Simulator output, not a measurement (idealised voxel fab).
The name of this process module is voxel gate over fins.
Cross-section cut spans 220 nm and uses square cells 5 nm in size.
Cross-section format: a grid of square cells, given as bands from top to bottom; each band is one or more rows of cells. What a band's entry tells you: where the top is and where the bottom is, as heights in nm, and after that what lies inside, material by material from left to right, each with its width in nm. Empty space is written as the word "blank", and a single material marked with the word "all across" occupies the band from edge to edge. Basically, 0 is our baseline, since under it the wafer straight out of the box is all one material. The bottom band has no lower end and keeps on going down, so it looks like "from 0 down". Width "30 to 40": first value at the band's top row of cells, second value at its bottom row, equal change from row to row. Where a step carries "nothing different", the cross-section came out of it unchanged, cell for cell. "Enclosed voids" means: voids of 8 cells or more that are shut off from the top with no open way through. Written width x height at distance, distance from the left edge, in nm. Past the settings on a step's line: simulator remark, on that step. The "overlay nm" setting may appear on a step's line; for a step that uses a mask, it gives how far to the right of its planned position the mask lay, and a negative value indicates the left.
List of planned process steps
1 RECEIVE: material Si
2 CONFORMAL_DEP: material SiN, thk nm 10
3 PATTERN: tone cover, mask id FINS, material resist, width nm 15, pitch nm 50, thk nm 20, overlay nm 0
4 DIRECTIONAL_ETCH: etch materials SiN, depth nm 10
5 DIRECTIONAL_ETCH: etch materials Si, depth nm 40
6 STRIP: etch materials resist
7 OXIDIZE: depth nm 5
8 FILL_DEP: material SiO2, thk nm 5
9 CMP: height nm 10
10 DIRECTIONAL_DEP: material aC, thk nm 10
11 PATTERN: tone open, mask id RAIL, material resist, width nm 15, thk nm 25, overlay nm 0
12 DIRECTIONAL_ETCH: etch materials aC, depth nm 10
13 STRIP: etch materials resist
14 DIRECTIONAL_ETCH: etch materials SiO2, depth nm 45
15 STRIP: etch materials aC
16 CONFORMAL_DEP: material TiN, thk nm 5
17 FILL_DEP: material W, thk nm 10
18 CMP: height nm 10
19 SELECTIVE_ETCH: etch materials W Ru TiN, depth nm 30
20 FILL_DEP: material SiO2, thk nm 5
21 CMP: height nm 10
22 SELECTIVE_ETCH: etch materials SiO2, depth nm 20
23 STRIP: etch materials SiN
24 CONFORMAL_DEP: material HfO2, thk nm 5
25 CONFORMAL_DEP: material TiN, thk nm 5
26 FILL_DEP: material W, thk nm 15
27 CMP: height nm 20
28 CONFORMAL_DEP: material SiCN, thk nm 5
The following pertains to the first of two wafers, which was processed as planned
As received, after step 1
> from 0 down | Si all across
> Enclosed voids: none
After step 2, in cross-section
> from 10 to 0 | SiN all across
> At heights below 0, the structure remains unaltered.
After step 3, in cross-section
> from 30 to 10 | blank: 25 / resist: 15 / blank: 35 / resist: 15 / blank: 35 / resist: 15 / blank: 35 / resist: 15 / blank: 30
> At heights below 10, the structure remains unaltered.
After step 4, in cross-section
> from 30 to 10 | blank: 25 / resist: 15 / blank: 35 / resist: 15 / blank: 35 / resist: 15 / blank: 35 / resist: 15 / blank: 30
> from 10 to 0 | blank: 25 / SiN: 15 / blank: 35 / SiN: 15 / blank: 35 / SiN: 15 / blank: 35 / SiN: 15 / blank: 30
> At heights below 0, the structure remains unaltered.
After step 5, in cross-section
> from 30 to 10 | blank: 25 / resist: 15 / blank: 35 / resist: 15 / blank: 35 / resist: 15 / blank: 35 / resist: 15 / blank: 30
> from 10 to 0 | blank: 25 / SiN: 15 / blank: 35 / SiN: 15 / blank: 35 / SiN: 15 / blank: 35 / SiN: 15 / blank: 30
> from 0 to -40 | blank: 25 / Si: 15 / blank: 35 / Si: 15 / blank: 35 / Si: 15 / blank: 35 / Si: 15 / blank: 30
> At heights below -40, the structure remains unaltered.
After step 6, in cross-section
> from 10 to 0 | blank: 25 / SiN: 15 / blank: 35 / SiN: 15 / blank: 35 / SiN: 15 / blank: 35 / SiN: 15 / blank: 30
> At heights below 0, the structure remains unaltered.
After step 7, in cross-section
> from 10 to 0 | blank: 25 / SiN: 15 / blank: 35 / SiN: 15 / blank: 35 / SiN: 15 / blank: 35 / SiN: 15 / blank: 30
> from 0 to -40 | blank: 25 / SiO2: 5 / Si: 5 / SiO2: 5 / blank: 35 / SiO2: 5 / Si: 5 / SiO2: 5 / blank: 35 / SiO2: 5 / Si: 5 / SiO2: 5 / blank: 35 / SiO2: 5 / Si: 5 / SiO2: 5 / blank: 30
> from -40 to -45 | SiO2: 30 / Si: 5 / SiO2: 45 / Si: 5 / SiO2: 45 / Si: 5 / SiO2: 45 / Si: 5 / SiO2: 35
> At heights below -45, the structure remains unaltered.
After step 8, in cross-section
> from 15 to 10 | SiO2 all across
> from 10 to 0 | SiO2: 25 / SiN: 15 / SiO2: 35 / SiN: 15 / SiO2: 35 / SiN: 15 / SiO2: 35 / SiN: 15 / SiO2: 30
> from 0 to -45 | SiO2: 30 / Si: 5 / SiO2: 45 / Si: 5 / SiO2: 45 / Si: 5 / SiO2: 45 / Si: 5 / SiO2: 35
> At heights below -45, the structure remains unaltered.
After step 9, in cross-section
> from 10 to 0 | SiO2: 25 / SiN: 15 / SiO2: 35 / SiN: 15 / SiO2: 35 / SiN: 15 / SiO2: 35 / SiN: 15 / SiO2: 30
> At heights below 0, the structure remains unaltered.
After step 10, in cross-section
> from 20 to 10 | aC all across
> At heights below 10, the structure remains unaltered.
After step 11, in cross-section
> from 45 to 20 | resist: 50 / blank: 15 / resist: 155
> At heights below 20, the structure remains unaltered.
After step 12, in cross-section
> from 35 to 20 | resist: 50 / blank: 15 / resist: 155
> from 20 to 10 | aC: 50 / blank: 15 / aC: 155
> At heights below 10, the structure remains unaltered.
After step 13, in cross-section
> from 20 to 10 | aC: 50 / blank: 15 / aC: 155
> At heights below 10, the structure remains unaltered.
After step 14, in cross-section
> from 20 to 10 | aC: 50 / blank: 15 / aC: 155
> from 10 to 0 | SiO2: 25 / SiN: 15 / SiO2: 10 / blank: 15 / SiO2: 10 / SiN: 15 / SiO2: 35 / SiN: 15 / SiO2: 35 / SiN: 15 / SiO2: 30
> from 0 to -35 | SiO2: 30 / Si: 5 / SiO2: 15 / blank: 15 / SiO2: 15 / Si: 5 / SiO2: 45 / Si: 5 / SiO2: 45 / Si: 5 / SiO2: 35
> At heights below -35, the structure remains unaltered.
After step 15, in cross-section
> from 10 to 0 | SiO2: 25 / SiN: 15 / SiO2: 10 / blank: 15 / SiO2: 10 / SiN: 15 / SiO2: 35 / SiN: 15 / SiO2: 35 / SiN: 15 / SiO2: 30
> At heights below 0, the structure remains unaltered.
After step 16, in cross-section
> from 15 to 10 | TiN: 55 / blank: 5 / TiN: 160
> from 10 to 0 | SiO2: 25 / SiN: 15 / SiO2: 10 / TiN: 5 / blank: 5 / TiN: 5 / SiO2: 10 / SiN: 15 / SiO2: 35 / SiN: 15 / SiO2: 35 / SiN: 15 / SiO2: 30
> from 0 to -30 | SiO2: 30 / Si: 5 / SiO2: 15 / TiN: 5 / blank: 5 / TiN: 5 / SiO2: 15 / Si: 5 / SiO2: 45 / Si: 5 / SiO2: 45 / Si: 5 / SiO2: 35
> from -30 to -35 | SiO2: 30 / Si: 5 / SiO2: 15 / TiN: 15 / SiO2: 15 / Si: 5 / SiO2: 45 / Si: 5 / SiO2: 45 / Si: 5 / SiO2: 35
> At heights below -35, the structure remains unaltered.
After step 17, in cross-section
> from 25 to 15 | W all across
> from 15 to 10 | TiN: 55 / W: 5 / TiN: 160
> from 10 to 0 | SiO2: 25 / SiN: 15 / SiO2: 10 / TiN: 5 / W: 5 / TiN: 5 / SiO2: 10 / SiN: 15 / SiO2: 35 / SiN: 15 / SiO2: 35 / SiN: 15 / SiO2: 30
> from 0 to -30 | SiO2: 30 / Si: 5 / SiO2: 15 / TiN: 5 / W: 5 / TiN: 5 / SiO2: 15 / Si: 5 / SiO2: 45 / Si: 5 / SiO2: 45 / Si: 5 / SiO2: 35
> At heights below -30, the structure remains unaltered.
After step 18, in cross-section
> from 10 to 0 | SiO2: 25 / SiN: 15 / SiO2: 10 / TiN: 5 / W: 5 / TiN: 5 / SiO2: 10 / SiN: 15 / SiO2: 35 / SiN: 15 / SiO2: 35 / SiN: 15 / SiO2: 30
> At heights below 0, the structure remains unaltered.
After step 19, in cross-section
> from 10 to 0 | SiO2: 25 / SiN: 15 / SiO2: 10 / blank: 15 / SiO2: 10 / SiN: 15 / SiO2: 35 / SiN: 15 / SiO2: 35 / SiN: 15 / SiO2: 30
> from 0 to -20 | SiO2: 30 / Si: 5 / SiO2: 15 / blank: 15 / SiO2: 15 / Si: 5 / SiO2: 45 / Si: 5 / SiO2: 45 / Si: 5 / SiO2: 35
> At heights below -20, the structure remains unaltered.
After step 20, in cross-section
> from 15 to 10 | SiO2 all across
> from 10 to 0 | SiO2: 25 / SiN: 15 / SiO2: 35 / SiN: 15 / SiO2: 35 / SiN: 15 / SiO2: 35 / SiN: 15 / SiO2: 30
> from 0 to -20 | SiO2: 30 / Si: 5 / SiO2: 45 / Si: 5 / SiO2: 45 / Si: 5 / SiO2: 45 / Si: 5 / SiO2: 35
> At heights below -20, the structure remains unaltered.
After step 21, in cross-section
> from 10 to 0 | SiO2: 25 / SiN: 15 / SiO2: 35 / SiN: 15 / SiO2: 35 / SiN: 15 / SiO2: 35 / SiN: 15 / SiO2: 30
> At heights below 0, the structure remains unaltered.
After step 22, in cross-section
> from 10 to 0 | blank: 25 / SiN: 15 / blank: 35 / SiN: 15 / blank: 35 / SiN: 15 / blank: 35 / SiN: 15 / blank: 30
> from 0 to -10 | blank: 30 / Si: 5 / blank: 45 / Si: 5 / blank: 45 / Si: 5 / blank: 45 / Si: 5 / blank: 35
> At heights below -10, the structure remains unaltered.
After step 23, in cross-section
> from 0 to -10 | blank: 30 / Si: 5 / blank: 45 / Si: 5 / blank: 45 / Si: 5 / blank: 45 / Si: 5 / blank: 35
> At heights below -10, the structure remains unaltered.
After step 24, in cross-section
> from 5 to 0 | blank: 25 / HfO2: 15 / blank: 35 / HfO2: 15 / blank: 35 / HfO2: 15 / blank: 35 / HfO2: 15 / blank: 30
> from 0 to -5 | blank: 25 / HfO2: 5 / Si: 5 / HfO2: 5 / blank: 35 / HfO2: 5 / Si: 5 / HfO2: 5 / blank: 35 / HfO2: 5 / Si: 5 / HfO2: 5 / blank: 35 / HfO2: 5 / Si: 5 / HfO2: 5 / blank: 30
> from -5 to -10 | HfO2: 30 / Si: 5 / HfO2: 45 / Si: 5 / HfO2: 45 / Si: 5 / HfO2: 45 / Si: 5 / HfO2: 35
> At heights below -10, the structure remains unaltered.
After step 25, in cross-section
> from 10 to 5 | blank: 20 / TiN: 25 / blank: 25 / TiN: 25 / blank: 25 / TiN: 25 / blank: 25 / TiN: 25 / blank: 25
> from 5 to 0 | blank: 20 / TiN: 5 / HfO2: 15 / TiN: 5 / blank: 25 / TiN: 5 / HfO2: 15 / TiN: 5 / blank: 25 / TiN: 5 / HfO2: 15 / TiN: 5 / blank: 25 / TiN: 5 / HfO2: 15 / TiN: 5 / blank: 25
> from 0 to -5 | TiN: 25 / HfO2: 5 / Si: 5 / HfO2: 5 / TiN: 35 / HfO2: 5 / Si: 5 / HfO2: 5 / TiN: 35 / HfO2: 5 / Si: 5 / HfO2: 5 / TiN: 35 / HfO2: 5 / Si: 5 / HfO2: 5 / TiN: 30
> At heights below -5, the structure remains unaltered.
After step 26, in cross-section
> from 25 to 10 | W all across
> from 10 to 5 | W: 20 / TiN: 25 / W: 25 / TiN: 25 / W: 25 / TiN: 25 / W: 25 / TiN: 25 / W: 25
> from 5 to 0 | W: 20 / TiN: 5 / HfO2: 15 / TiN: 5 / W: 25 / TiN: 5 / HfO2: 15 / TiN: 5 / W: 25 / TiN: 5 / HfO2: 15 / TiN: 5 / W: 25 / TiN: 5 / HfO2: 15 / TiN: 5 / W: 25
> At heights below 0, the structure remains unaltered.
After step 27, in cross-section
> from 20 to 10 | W all across
> At heights below 10, the structure remains unaltered.
After step 28, in cross-section
> from 25 to 20 | SiCN all across
> At heights below 20, the structure remains unaltered.
Wafer two. Identical start, identical plan. One mistake in execution. Identical history through step 10
Second wafer cross-section, taken as of the time the plan sets for step 11 to be done
> from 45 to 20 | resist: 45 / blank: 25 / resist: 150
> At heights below 20, the structure remains unaltered.
Second wafer cross-section, taken as of the time the plan sets for step 12 to be done
> from 35 to 20 | resist: 45 / blank: 25 / resist: 150
> from 20 to 10 | aC: 45 / blank: 25 / aC: 150
> At heights below 10, the structure remains unaltered.
Second wafer cross-section, taken as of the time the plan sets for step 13 to be done
> from 20 to 10 | aC: 45 / blank: 25 / aC: 150
> At heights below 10, the structure remains unaltered.
Second wafer cross-section, taken as of the time the plan sets for step 14 to be done
> from 20 to 10 | aC: 45 / blank: 25 / aC: 150
> from 10 to 0 | SiO2: 25 / SiN: 15 / SiO2: 5 / blank: 25 / SiO2: 5 / SiN: 15 / SiO2: 35 / SiN: 15 / SiO2: 35 / SiN: 15 / SiO2: 30
> from 0 to -35 | SiO2: 30 / Si: 5 / SiO2: 10 / blank: 25 / SiO2: 10 / Si: 5 / SiO2: 45 / Si: 5 / SiO2: 45 / Si: 5 / SiO2: 35
> At heights below -35, the structure remains unaltered.
Second wafer cross-section, taken as of the time the plan sets for step 15 to be done
> from 10 to 0 | SiO2: 25 / SiN: 15 / SiO2: 5 / blank: 25 / SiO2: 5 / SiN: 15 / SiO2: 35 / SiN: 15 / SiO2: 35 / SiN: 15 / SiO2: 30
> At heights below 0, the structure remains unaltered.
Second wafer cross-section, taken as of the time the plan sets for step 16 to be done
> from 15 to 10 | TiN: 50 / blank: 15 / TiN: 155
> from 10 to 0 | SiO2: 25 / SiN: 15 / SiO2: 5 / TiN: 5 / blank: 15 / TiN: 5 / SiO2: 5 / SiN: 15 / SiO2: 35 / SiN: 15 / SiO2: 35 / SiN: 15 / SiO2: 30
> from 0 to -30 | SiO2: 30 / Si: 5 / SiO2: 10 / TiN: 5 / blank: 15 / TiN: 5 / SiO2: 10 / Si: 5 / SiO2: 45 / Si: 5 / SiO2: 45 / Si: 5 / SiO2: 35
> from -30 to -35 | SiO2: 30 / Si: 5 / SiO2: 10 / TiN: 25 / SiO2: 10 / Si: 5 / SiO2: 45 / Si: 5 / SiO2: 45 / Si: 5 / SiO2: 35
> At heights below -35, the structure remains unaltered.
Second wafer cross-section, taken as of the time the plan sets for step 17 to be done
> from 25 to 15 | W all across
> from 15 to 10 | TiN: 50 / W: 15 / TiN: 155
> from 10 to 0 | SiO2: 25 / SiN: 15 / SiO2: 5 / TiN: 5 / W: 15 / TiN: 5 / SiO2: 5 / SiN: 15 / SiO2: 35 / SiN: 15 / SiO2: 35 / SiN: 15 / SiO2: 30
> from 0 to -30 | SiO2: 30 / Si: 5 / SiO2: 10 / TiN: 5 / W: 15 / TiN: 5 / SiO2: 10 / Si: 5 / SiO2: 45 / Si: 5 / SiO2: 45 / Si: 5 / SiO2: 35
> At heights below -30, the structure remains unaltered.
Second wafer cross-section, taken as of the time the plan sets for step 18 to be done
> from 10 to 0 | SiO2: 25 / SiN: 15 / SiO2: 5 / TiN: 5 / W: 15 / TiN: 5 / SiO2: 5 / SiN: 15 / SiO2: 35 / SiN: 15 / SiO2: 35 / SiN: 15 / SiO2: 30
> At heights below 0, the structure remains unaltered.
Second wafer cross-section, taken as of the time the plan sets for step 19 to be done
> from 10 to 0 | SiO2: 25 / SiN: 15 / SiO2: 5 / blank: 25 / SiO2: 5 / SiN: 15 / SiO2: 35 / SiN: 15 / SiO2: 35 / SiN: 15 / SiO2: 30
> from 0 to -20 | SiO2: 30 / Si: 5 / SiO2: 10 / blank: 25 / SiO2: 10 / Si: 5 / SiO2: 45 / Si: 5 / SiO2: 45 / Si: 5 / SiO2: 35
> At heights below -20, the structure remains unaltered.
Second wafer cross-section, taken as of the time the plan sets for step 20 to be done
> from 15 to 10 | SiO2 all across
> from 10 to 0 | SiO2: 25 / SiN: 15 / SiO2: 35 / SiN: 15 / SiO2: 35 / SiN: 15 / SiO2: 35 / SiN: 15 / SiO2: 30
> from 0 to -20 | SiO2: 30 / Si: 5 / SiO2: 45 / Si: 5 / SiO2: 45 / Si: 5 / SiO2: 45 / Si: 5 / SiO2: 35
> At heights below -20, the structure remains unaltered.
Second wafer cross-section, taken as of the time the plan sets for step 21 to be done
> from 10 to 0 | SiO2: 25 / SiN: 15 / SiO2: 35 / SiN: 15 / SiO2: 35 / SiN: 15 / SiO2: 35 / SiN: 15 / SiO2: 30
> At heights below 0, the structure remains unaltered.
Second wafer cross-section, taken as of the time the plan sets for step 22 to be done
> from 10 to 0 | blank: 25 / SiN: 15 / blank: 35 / SiN: 15 / blank: 35 / SiN: 15 / blank: 35 / SiN: 15 / blank: 30
> from 0 to -10 | blank: 30 / Si: 5 / blank: 45 / Si: 5 / blank: 45 / Si: 5 / blank: 45 / Si: 5 / blank: 35
> At heights below -10, the structure remains unaltered.
Second wafer cross-section, taken as of the time the plan sets for step 23 to be done
> from 0 to -10 | blank: 30 / Si: 5 / blank: 45 / Si: 5 / blank: 45 / Si: 5 / blank: 45 / Si: 5 / blank: 35
> At heights below -10, the structure remains unaltered.
Second wafer cross-section, taken as of the time the plan sets for step 24 to be done
> from 5 to 0 | blank: 25 / HfO2: 15 / blank: 35 / HfO2: 15 / blank: 35 / HfO2: 15 / blank: 35 / HfO2: 15 / blank: 30
> from 0 to -5 | blank: 25 / HfO2: 5 / Si: 5 / HfO2: 5 / blank: 35 / HfO2: 5 / Si: 5 / HfO2: 5 / blank: 35 / HfO2: 5 / Si: 5 / HfO2: 5 / blank: 35 / HfO2: 5 / Si: 5 / HfO2: 5 / blank: 30
> from -5 to -10 | HfO2: 30 / Si: 5 / HfO2: 45 / Si: 5 / HfO2: 45 / Si: 5 / HfO2: 45 / Si: 5 / HfO2: 35
> At heights below -10, the structure remains unaltered.
Second wafer cross-section, taken as of the time the plan sets for step 25 to be done
> from 10 to 5 | blank: 20 / TiN: 25 / blank: 25 / TiN: 25 / blank: 25 / TiN: 25 / blank: 25 / TiN: 25 / blank: 25
> from 5 to 0 | blank: 20 / TiN: 5 / HfO2: 15 / TiN: 5 / blank: 25 / TiN: 5 / HfO2: 15 / TiN: 5 / blank: 25 / TiN: 5 / HfO2: 15 / TiN: 5 / blank: 25 / TiN: 5 / HfO2: 15 / TiN: 5 / blank: 25
> from 0 to -5 | TiN: 25 / HfO2: 5 / Si: 5 / HfO2: 5 / TiN: 35 / HfO2: 5 / Si: 5 / HfO2: 5 / TiN: 35 / HfO2: 5 / Si: 5 / HfO2: 5 / TiN: 35 / HfO2: 5 / Si: 5 / HfO2: 5 / TiN: 30
> At heights below -5, the structure remains unaltered.
Second wafer cross-section, taken as of the time the plan sets for step 26 to be done
> from 25 to 10 | W all across
> from 10 to 5 | W: 20 / TiN: 25 / W: 25 / TiN: 25 / W: 25 / TiN: 25 / W: 25 / TiN: 25 / W: 25
> from 5 to 0 | W: 20 / TiN: 5 / HfO2: 15 / TiN: 5 / W: 25 / TiN: 5 / HfO2: 15 / TiN: 5 / W: 25 / TiN: 5 / HfO2: 15 / TiN: 5 / W: 25 / TiN: 5 / HfO2: 15 / TiN: 5 / W: 25
> At heights below 0, the structure remains unaltered.
Second wafer cross-section, taken as of the time the plan sets for step 27 to be done
> from 20 to 10 | W all across
> At heights below 10, the structure remains unaltered.
Second wafer cross-section, taken as of the time the plan sets for step 28 to be done
> from 25 to 20 | SiCN all across
> At heights below 20, the structure remains unaltered.
Want to know what went wrong? step 11 ran with different settings than intended, the actual operation and settings being PATTERN: tone open, mask id RAIL, material resist, width nm 25, thk nm 25, overlay nm 0
Upon completion, the second wafer contains, in terms of cells, a greater or smaller amount of certain materials than the first wafer: SiO2 -6; TiN +2; W +4
